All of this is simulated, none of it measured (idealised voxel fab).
The document below concerns the process module designated voxel capacitor over wiring.
Cross-section cut spans 230 nm and uses square cells 5 nm in size.
Reading order for cross-sections: top band down to bottom band. Underlying form: a grid of square cells. Band size: one or more rows of cells. In this notation a band is specified by the heights of its top and bottom, in that order and in nm, after which its materials appear from left to right, each paired with its width in nm. The word "edge to edge" attached to a single material means that material fills the band from edge to edge; the word "blank" stands for empty space. Below 0: as-received wafer, all one material; heights counted from there. Lowest band: no bottom, goes on down, written "0 down". The notation "30..40" denotes a width that varies across the rows of cells in the band, beginning at the first number in the top row, finishing at the second number in the bottom row, and changing by an identical amount from each row to the next. It should be understood that the words "no change occurred", when stated for a given step, signify that the cross-section underwent no change in any of its cells during that step. Closed empty spaces (no open way to the top) of 8 cells or more are what "Enclosed void listing" lists, each as width x height at distance from the left edge, nm for all three. Where a step's line continues beyond its settings, the continuation is a remark by the simulator itself on that step. What "overlay nm" on a step's line means: if the step has a mask, that mask lay this far to the right of its planned place, or, when the value is negative, to the left.
Planned process steps:
- 1: RECEIVE with material Si
- 2: CONFORMAL_DEP with material SiO2, thk nm 15
- 3: CONFORMAL_DEP with material SiCN, thk nm 5
- 4: DIRECTIONAL_DEP with material lowk, thk nm 15
- 5: PATTERN with tone open, mask id METAL_1, material resist, width nm 25, pitch nm 75, thk nm 15, overlay nm 0
- 6: DIRECTIONAL_ETCH with etch materials lowk, depth nm 15
- 7: DIRECTIONAL_ETCH with etch materials SiCN, depth nm 5
- 8: STRIP with etch materials resist
- 9: CONFORMAL_DEP with material TiN, thk nm 5
- 10: FILL_DEP with material Ru, thk nm 5
- 11: CMP with height nm 35
- 12: EPI with material Ru, thk nm 5
- 13: FILL_DEP with material SiCN, thk nm 5
- 14: DIRECTIONAL_DEP with material SiO2, thk nm 20
- 15: DIRECTIONAL_DEP with material aC, thk nm 10
- 16: PATTERN with tone open, mask id PLUG_1, material resist, width nm 15, thk nm 30, overlay nm 0
- 17: DIRECTIONAL_ETCH with etch materials aC, depth nm 10
- 18: STRIP with etch materials resist
- 19: DIRECTIONAL_ETCH with etch materials SiO2, depth nm 20
- 20: DIRECTIONAL_ETCH with etch materials SiCN, depth nm 5
- 21: STRIP with etch materials aC
- 22: CONFORMAL_DEP with material TiN, thk nm 5
- 23: FILL_DEP with material W, thk nm 10
- 24: CMP with height nm 65
- 25: DIRECTIONAL_DEP with material TiN, thk nm 5
- 26: DIRECTIONAL_DEP with material HfO2, thk nm 5
- 27: DIRECTIONAL_DEP with material TiN, thk nm 5
- 28: MASKED_ETCH with tone cover, mask id UPPER_PLATE, width nm 55, etch materials TiN, depth nm 5, overlay nm 0
- 29: MASKED_ETCH with tone cover, mask id UPPER_PLATE, width nm 55, etch materials HfO2, depth nm 5, overlay nm 0
- 30: MASKED_ETCH with tone cover, mask id LOWER_PLATE, width nm 65, etch materials TiN, depth nm 5, overlay nm 0
- 31: FILL_DEP with material SiO2, thk nm 15
- 32: CMP with height nm 90
- 33: MASKED_ETCH with tone open, mask id PLUG_2, width nm 15, etch materials SiO2, depth nm 10, overlay nm 0
- 34: CONFORMAL_DEP with material TiN, thk nm 5
- 35: FILL_DEP with material Cu, thk nm 5
- 36: CMP with height nm 90
- 37: CONFORMAL_DEP with material SiN, thk nm 5
Received-state cross-section, reflecting completion of step 1:
    0 down  Si edge to edge
    Enclosed void listing: none
Sectioned view, first of two wafers, at the close of the module, processed as intended in the plan:
    95 to 90  SiN edge to edge
    90 to 85  SiO2: 85, TiN: 5, Cu: 5, TiN: 5, SiO2: 130
    85 to 75  SiO2: 85..75, TiN: 15..55, SiO2: 130..100
    75 to 70  SiO2: 75, HfO2: 55, SiO2: 100
    70 to 65  SiO2: 70, TiN: 65, SiO2: 95
    65 to 45  SiO2: 75, TiN: 5, W: 5, TiN: 5, SiO2: 140
    45 to 40  SiCN: 75, TiN: 15, SiCN: 140
    40 to 35  SiCN: 60, Ru: 35, SiCN: 40, Ru: 35, SiCN: 60
    35 to 20  lowk: 65, TiN: 5, Ru: 15, TiN: 5, lowk: 50, TiN: 5, Ru: 15, TiN: 5, lowk: 65
    20 to 15  SiCN: 65, TiN: 25, SiCN: 50, TiN: 25, SiCN: 65
    15 to 0  SiO2 edge to edge
    0 down  Si edge to edge
    Enclosed void listing: none
This cross-section belongs to the second wafer of two at the end of the module; the start and the plan were shared with the first, and the run included one mistake:
    95 to 90  SiN edge to edge
    90 to 85  SiO2: 85, TiN: 5, Cu: 5, TiN: 5, SiO2: 130
    85 to 75  SiO2: 85..75, TiN: 15..55, SiO2: 130..100
    75 to 70  SiO2: 75, HfO2: 55, SiO2: 100
    70 to 65  SiO2: 70, TiN: 65, SiO2: 95
    65 to 60  W: 55, TiN: 25, W: 5, TiN: 15, W: 30, TiN: 45, W: 55
    60 to 55  TiN: 60, SiO2: 15, TiN: 5, W: 5, TiN: 5, SiO2: 5, TiN: 40, SiO2: 35, TiN: 60
    55 to 45  SiO2: 75, TiN: 5, W: 5, TiN: 5, SiO2: 140
    45 to 40  SiO2: 75, TiN: 15, SiO2: 140
    40 to 35  SiO2: 60, Ru: 35, SiO2: 40, Ru: 35, SiO2: 60
    35 to 20  lowk: 65, TiN: 5, Ru: 15, TiN: 5, lowk: 50, TiN: 5, Ru: 15, TiN: 5, lowk: 65
    20 to 15  SiCN: 65, TiN: 25, SiCN: 50, TiN: 25, SiCN: 65
    15 to 0  SiO2 edge to edge
    0 down  Si edge to edge
    Enclosed void listing: none
Which mistake was made when the wafer was run? step 13 of the plan did not run at all; it was left out
The second wafer ends with more or fewer cells of some materials than the first, per final count: 75 fewer of SiCN | 47 more of TiN | 28 more of W
